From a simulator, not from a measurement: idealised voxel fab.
Process module under the name voxel capacitor over wiring
Xsec cut, 275 nm wide, square cell size 5 nm.
Square cells in a grid make up a cross-section in this document, and the grid is given as bands, listed from the top down, each one or more rows of cells.
Heads up on the band format: heights come first, top then bottom, in nm. After that it's the materials left to right, each with its width in nm. A single material flagged "full width" fills the whole band edge to edge, and "empty" means there's empty space there.
Counting heights begins at 0, where everything beneath is, in the wafer as received, one material. The lowest band has no bottom; it goes on downwards, as "z 0 and below" shows.
When a width is written as two numbers, as in "30->40", the first number is the width in the top row of cells of the band and the second is the width in its bottom row, and the width changes by the same amount from each row to the next.
For the purposes of this document, the phrase "everything unchanged" attached to a step denotes that no cell within the cross-section was modified by that step.
Basically, "Sealed internal voids" tells you about the enclosed voids: empty spaces with no open way to the top, 8 cells or bigger, each written width x height at distance, where distance is from the left edge, all in nm.
On a step's line, text after the settings is the simulator commenting on that step.
The setting "overlay nm" may be written on the line of a step. When the step uses a mask, the value reports how far to the right of the planned place the mask lay, and a negative value reports that it lay to the left.

# Steps in the process plan
- 1: RECEIVE: material Si
- 2: CONFORMAL_DEP: material SiO2, thk nm 15
- 3: CONFORMAL_DEP: material SiCN, thk nm 5
- 4: DIRECTIONAL_DEP: material lowk, thk nm 25
- 5: PATTERN: tone open, mask id METAL_1, material resist, width nm 20, pitch nm 80, thk nm 15, overlay nm 0
- 6: DIRECTIONAL_ETCH: etch materials lowk, depth nm 25
- 7: DIRECTIONAL_ETCH: etch materials SiCN, depth nm 5
- 8: STRIP: etch materials resist
- 9: CONFORMAL_DEP: material TiN, thk nm 5
- 10: FILL_DEP: material W, thk nm 10
- 11: CMP: height nm 45
- 12: EPI: material Ru, thk nm 5
- 13: FILL_DEP: material SiCN, thk nm 5
- 14: DIRECTIONAL_DEP: material SiO2, thk nm 10
- 15: PATTERN: tone open, mask id PLUG_1, material resist, width nm 15, thk nm 15, overlay nm 0
- 16: DIRECTIONAL_ETCH: etch materials SiO2, depth nm 10
- 17: DIRECTIONAL_ETCH: etch materials SiCN, depth nm 5
- 18: STRIP: etch materials resist
- 19: CONFORMAL_DEP: material TiN, thk nm 5
- 20: FILL_DEP: material W, thk nm 5
- 21: CMP: height nm 65
- 22: DIRECTIONAL_DEP: material TiN, thk nm 5
- 23: DIRECTIONAL_DEP: material SiN, thk nm 5
- 24: DIRECTIONAL_DEP: material TiN, thk nm 10
- 25: DIRECTIONAL_DEP: material aC, thk nm 15
- 26: PATTERN: tone cover, mask id UPPER_PLATE, material resist, width nm 65, thk nm 30, overlay nm 0
- 27: DIRECTIONAL_ETCH: etch materials aC, depth nm 15
- 28: STRIP: etch materials resist
- 29: DIRECTIONAL_ETCH: etch materials TiN, depth nm 10
- 30: DIRECTIONAL_ETCH: etch materials SiN, depth nm 5
- 31: STRIP: etch materials aC
- 32: PATTERN: tone cover, mask id LOWER_PLATE, material resist, width nm 75, thk nm 15, overlay nm 0
- 33: DIRECTIONAL_ETCH: etch materials TiN, depth nm 5
- 34: STRIP: etch materials resist
- 35: FILL_DEP: material SiO2, thk nm 15
- 36: CMP: height nm 95
- 37: MASKED_ETCH: tone open, mask id PLUG_2, width nm 15, etch materials SiO2, depth nm 10, overlay nm 0
- 38: CONFORMAL_DEP: material TiN, thk nm 5
- 39: FILL_DEP: material Ru, thk nm 5
- 40: CMP: height nm 95
- 41: CONFORMAL_DEP: material SiN, thk nm 5

# The first of a set of two wafers, run to plan

# Here's what the wafer looked like in cross-section when it arrived - that's after step 1
	z 0 and below: Si full width
	Sealed internal voids: none

# Cross-section: wafer state after step 2
	z 15 to 0: SiO2 full width
	Beneath the level 0, the cross-section is identical to its previous state.

# Cross-section: wafer state after step 3
	z 20 to 15: SiCN full width
	Beneath the level 15, the cross-section is identical to its previous state.

# Cross-section: wafer state after step 4
	z 45 to 20: lowk full width
	Beneath the level 20, the cross-section is identical to its previous state.

# Cross-section: wafer state after step 5
	z 60 to 45: 85 of resist; 20 of empty; 60 of resist; 20 of empty; 90 of resist
	Beneath the level 45, the cross-section is identical to its previous state.

# Cross-section: wafer state after step 6
	z 60 to 45: 85 of resist; 20 of empty; 60 of resist; 20 of empty; 90 of resist
	z 45 to 20: 85 of lowk; 20 of empty; 60 of lowk; 20 of empty; 90 of lowk
	Beneath the level 20, the cross-section is identical to its previous state.

# Cross-section: wafer state after step 7
	z 60 to 45: 85 of resist; 20 of empty; 60 of resist; 20 of empty; 90 of resist
	z 45 to 20: 85 of lowk; 20 of empty; 60 of lowk; 20 of empty; 90 of lowk
	z 20 to 15: 85 of SiCN; 20 of empty; 60 of SiCN; 20 of empty; 90 of SiCN
	Beneath the level 15, the cross-section is identical to its previous state.

# Cross-section: wafer state after step 8
	z 45 to 20: 85 of lowk; 20 of empty; 60 of lowk; 20 of empty; 90 of lowk
	Beneath the level 20, the cross-section is identical to its previous state.

# Cross-section: wafer state after step 9
	z 50 to 45: 90 of TiN; 10 of empty; 70 of TiN; 10 of empty; 95 of TiN
	z 45 to 20: 85 of lowk; 5 of TiN; 10 of empty; 5 of TiN; 60 of lowk; 5 of TiN; 10 of empty; 5 of TiN; 90 of lowk
	z 20 to 15: 85 of SiCN; 20 of TiN; 60 of SiCN; 20 of TiN; 90 of SiCN
	Beneath the level 15, the cross-section is identical to its previous state.

# Cross-section: wafer state after step 10
	z 60 to 50: W full width
	z 50 to 45: 90 of TiN; 10 of W; 70 of TiN; 10 of W; 95 of TiN
	z 45 to 20: 85 of lowk; 5 of TiN; 10 of W; 5 of TiN; 60 of lowk; 5 of TiN; 10 of W; 5 of TiN; 90 of lowk
	Beneath the level 20, the cross-section is identical to its previous state.

# Cross-section: wafer state after step 11
	z 45 to 20: 85 of lowk; 5 of TiN; 10 of W; 5 of TiN; 60 of lowk; 5 of TiN; 10 of W; 5 of TiN; 90 of lowk
	Beneath the level 20, the cross-section is identical to its previous state.

# Cross-section: wafer state after step 12
	z 50 to 45: 80 of empty; 30 of Ru; 50 of empty; 30 of Ru; 85 of empty
	Beneath the level 45, the cross-section is identical to its previous state.

# Cross-section: wafer state after step 13
	z 55 to 50: SiCN full width
	z 50 to 45: 80 of SiCN; 30 of Ru; 50 of SiCN; 30 of Ru; 85 of SiCN
	Beneath the level 45, the cross-section is identical to its previous state.

# Cross-section: wafer state after step 14
	z 65 to 55: SiO2 full width
	Beneath the level 55, the cross-section is identical to its previous state.

# Cross-section: wafer state after step 15
	z 80 to 65: 90 of resist; 15 of empty; 170 of resist
	Beneath the level 65, the cross-section is identical to its previous state.

# Cross-section: wafer state after step 16
	z 80 to 65: 90 of resist; 15 of empty; 170 of resist
	z 65 to 55: 90 of SiO2; 15 of empty; 170 of SiO2
	Beneath the level 55, the cross-section is identical to its previous state.

# Cross-section: wafer state after step 17
	z 80 to 65: 90 of resist; 15 of empty; 170 of resist
	z 65 to 55: 90 of SiO2; 15 of empty; 170 of SiO2
	z 55 to 50: 90 of SiCN; 15 of empty; 170 of SiCN
	Beneath the level 50, the cross-section is identical to its previous state.

# Cross-section: wafer state after step 18
	z 65 to 55: 90 of SiO2; 15 of empty; 170 of SiO2
	Beneath the level 55, the cross-section is identical to its previous state.

# Cross-section: wafer state after step 19
	z 70 to 65: 95 of TiN; 5 of empty; 175 of TiN
	z 65 to 55: 90 of SiO2; 5 of TiN; 5 of empty; 5 of TiN; 170 of SiO2
	z 55 to 50: 90 of SiCN; 15 of TiN; 170 of SiCN
	Beneath the level 50, the cross-section is identical to its previous state.

# Cross-section: wafer state after step 20
	z 75 to 70: W full width
	z 70 to 65: 95 of TiN; 5 of W; 175 of TiN
	z 65 to 55: 90 of SiO2; 5 of TiN; 5 of W; 5 of TiN; 170 of SiO2
	Beneath the level 55, the cross-section is identical to its previous state.

# Cross-section: wafer state after step 21
	z 65 to 55: 90 of SiO2; 5 of TiN; 5 of W; 5 of TiN; 170 of SiO2
	Beneath the level 55, the cross-section is identical to its previous state.

# Cross-section: wafer state after step 22
	z 70 to 65: TiN full width
	Beneath the level 65, the cross-section is identical to its previous state.

# Cross-section: wafer state after step 23
	z 75 to 70: SiN full width
	Beneath the level 70, the cross-section is identical to its previous state.

# Cross-section: wafer state after step 24
	z 85 to 75: TiN full width
	Beneath the level 75, the cross-section is identical to its previous state.

# Cross-section: wafer state after step 25
	z 100 to 85: aC full width
	Beneath the level 85, the cross-section is identical to its previous state.

# Cross-section: wafer state after step 26
	z 130 to 100: 90 of empty; 65 of resist; 120 of empty
	Beneath the level 100, the cross-section is identical to its previous state.

# Cross-section: wafer state after step 27
	z 115 to 100: 90 of empty; 65 of resist; 120 of empty
	z 100 to 85: 90 of empty; 65 of aC; 120 of empty
	Beneath the level 85, the cross-section is identical to its previous state.

# Cross-section: wafer state after step 28
	z 100 to 85: 90 of empty; 65 of aC; 120 of empty
	Beneath the level 85, the cross-section is identical to its previous state.

# Cross-section: wafer state after step 29
	z 100 to 85: 90 of empty; 65 of aC; 120 of empty
	z 85 to 75: 90 of empty; 65 of TiN; 120 of empty
	Beneath the level 75, the cross-section is identical to its previous state.

# Cross-section: wafer state after step 30
	z 100 to 85: 90 of empty; 65 of aC; 120 of empty
	z 85 to 75: 90 of empty; 65 of TiN; 120 of empty
	z 75 to 70: 90 of empty; 65 of SiN; 120 of empty
	Beneath the level 70, the cross-section is identical to its previous state.

# Cross-section: wafer state after step 31
	z 85 to 75: 90 of empty; 65 of TiN; 120 of empty
	Beneath the level 75, the cross-section is identical to its previous state.

# Cross-section: wafer state after step 32
	z 100 to 85: 85 of empty; 75 of resist; 115 of empty
	z 85 to 75: 85 of empty; 5 of resist; 65 of TiN; 5 of resist; 115 of empty
	z 75 to 70: 85 of empty; 5 of resist; 65 of SiN; 5 of resist; 115 of empty
	Beneath the level 70, the cross-section is identical to its previous state.

# Cross-section: wafer state after step 33
	z 100 to 85: 85 of empty; 75 of resist; 115 of empty
	z 85 to 75: 85 of empty; 5 of resist; 65 of TiN; 5 of resist; 115 of empty
	z 75 to 70: 85 of empty; 5 of resist; 65 of SiN; 5 of resist; 115 of empty
	z 70 to 65: 85 of empty; 75 of TiN; 115 of empty
	Beneath the level 65, the cross-section is identical to its previous state.

# Cross-section: wafer state after step 34
	z 85 to 75: 90 of empty; 65 of TiN; 120 of empty
	z 75 to 70: 90 of empty; 65 of SiN; 120 of empty
	Beneath the level 70, the cross-section is identical to its previous state.

# Cross-section: wafer state after step 35
	z 100 to 85: SiO2 full width
	z 85 to 75: 90 of SiO2; 65 of TiN; 120 of SiO2
	z 75 to 70: 90 of SiO2; 65 of SiN; 120 of SiO2
	z 70 to 65: 85 of SiO2; 75 of TiN; 115 of SiO2
	Beneath the level 65, the cross-section is identical to its previous state.

# Cross-section: wafer state after step 36
	z 95 to 85: SiO2 full width
	Beneath the level 85, the cross-section is identical to its previous state.

# Cross-section: wafer state after step 37
	z 95 to 85: 100 of SiO2; 15 of empty; 160 of SiO2
	Beneath the level 85, the cross-section is identical to its previous state.

# Cross-section: wafer state after step 38
	z 100 to 95: 105 of TiN; 5 of empty; 165 of TiN
	z 95 to 90: 100 of SiO2; 5 of TiN; 5 of empty; 5 of TiN; 160 of SiO2
	z 90 to 85: 100 of SiO2; 15 of TiN; 160 of SiO2
	Beneath the level 85, the cross-section is identical to its previous state.

# Cross-section: wafer state after step 39
	z 105 to 100: Ru full width
	z 100 to 95: 105 of TiN; 5 of Ru; 165 of TiN
	z 95 to 90: 100 of SiO2; 5 of TiN; 5 of Ru; 5 of TiN; 160 of SiO2
	Beneath the level 90, the cross-section is identical to its previous state.

# Cross-section: wafer state after step 40
	z 95 to 90: 100 of SiO2; 5 of TiN; 5 of Ru; 5 of TiN; 160 of SiO2
	Beneath the level 90, the cross-section is identical to its previous state.

# Cross-section: wafer state after step 41
	z 100 to 95: SiN full width
	Beneath the level 95, the cross-section is identical to its previous state.

# Now the other wafer: same start, same recipe, but we messed up one thing when running it. Up to and including step 35 it's the same as the first one

# Second wafer, sectioned view, at step 36's planned end time
	z 90 to 85: SiO2 full width
	Beneath the level 85, the cross-section is identical to its previous state.

# Second wafer, sectioned view, at step 37's planned end time
	z 90 to 85: 100 of SiO2; 15 of empty; 160 of SiO2
	Beneath the level 85, the cross-section is identical to its previous state.

# Second wafer, sectioned view, at step 38's planned end time
	z 95 to 90: 105 of TiN; 5 of empty; 165 of TiN
	z 90 to 85: 100 of SiO2; 15 of TiN; 160 of SiO2
	Beneath the level 85, the cross-section is identical to its previous state.

# Second wafer, sectioned view, at step 39's planned end time
	z 100 to 95: Ru full width
	z 95 to 90: 105 of TiN; 5 of Ru; 165 of TiN
	Beneath the level 90, the cross-section is identical to its previous state.

# Second wafer, sectioned view, at step 40's planned end time
	z 95 to 90: 105 of TiN; 5 of Ru; 165 of TiN
	Beneath the level 90, the cross-section is identical to its previous state.

# Second wafer, sectioned view, at step 41's planned end time
	z 100 to 95: SiN full width
	Beneath the level 95, the cross-section is identical to its previous state.
What broke from the plan during processing? in deviation from the planned setting, step 36 was conducted as CMP: height nm 90
Looking at both finished wafers in cells, the second ends up ahead of or behind the first on some materials: SiO2 -52; TiN +52
